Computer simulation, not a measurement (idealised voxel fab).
process module | voxel released beams
cross-section cut | 285 nm wide | cells 5 nm
A cross-section is a grid of square cells, given in bands from the top down. A band is one or more rows of cells.
Each band's line starts with the height of the band's top and of its bottom, in nm. Then come its materials from left to right, each with its width in nm. One material with "throughout" fills the band from edge to edge. "air" is empty space.
Height 0 is the level under which the wafer as received is all one material. The lowest band goes on downwards, as in "0 down".
A width such as "30 to 40" changes by the same amount from each row of cells to the next, from the band's top row to its bottom row.
"no change" after a step means that no cell of the cross-section changed.
closed voids: empty space of 8 cells or more with no open way to the top, each as width x height at its distance from the left edge, in nm
after a step's settings: what the simulator itself notes on the step
overlay nm, on a step with a mask: how far to the right of its planned place the mask lay; to the left if negative
plan
1 op RECEIVE | material Si
2 op CONFORMAL_DEP | material SiN | thk nm 10
3 op DIRECTIONAL_DEP | material SiO2 | thk nm 10
4 op MASKED_ETCH | tone open | mask id ANCHOR | width nm 25 | etch materials SiO2 | depth nm 10 | overlay nm 0
5 op CONFORMAL_DEP | material polySi | thk nm 10
6 op DIRECTIONAL_DEP | material aC | thk nm 15
7 op PATTERN | tone cover | mask id BEAM | material resist | width nm 90 | thk nm 30 | overlay nm 0
8 op DIRECTIONAL_ETCH | etch materials aC | depth nm 15
9 op STRIP | etch materials resist
10 op DIRECTIONAL_ETCH | etch materials polySi | depth nm 10
11 op STRIP | etch materials aC
12 op STRIP | etch materials SiO2
as received, after step 1
  0 down: Si throughout
  closed voids: none
a wafer at the end: this start, this plan, one mistake
  25 to 20: air 95 | polySi 15 | air 5 | polySi 70 | air 100
  20 to 10: air 95 to 100 | polySi 90 to 25 | air 100 to 160
  10 to 0: SiN throughout
  0 down: Si throughout
  closed voids: none
what went wrong: step 3 ran as: op DIRECTIONAL_DEP | material SiO2 | thk nm 5
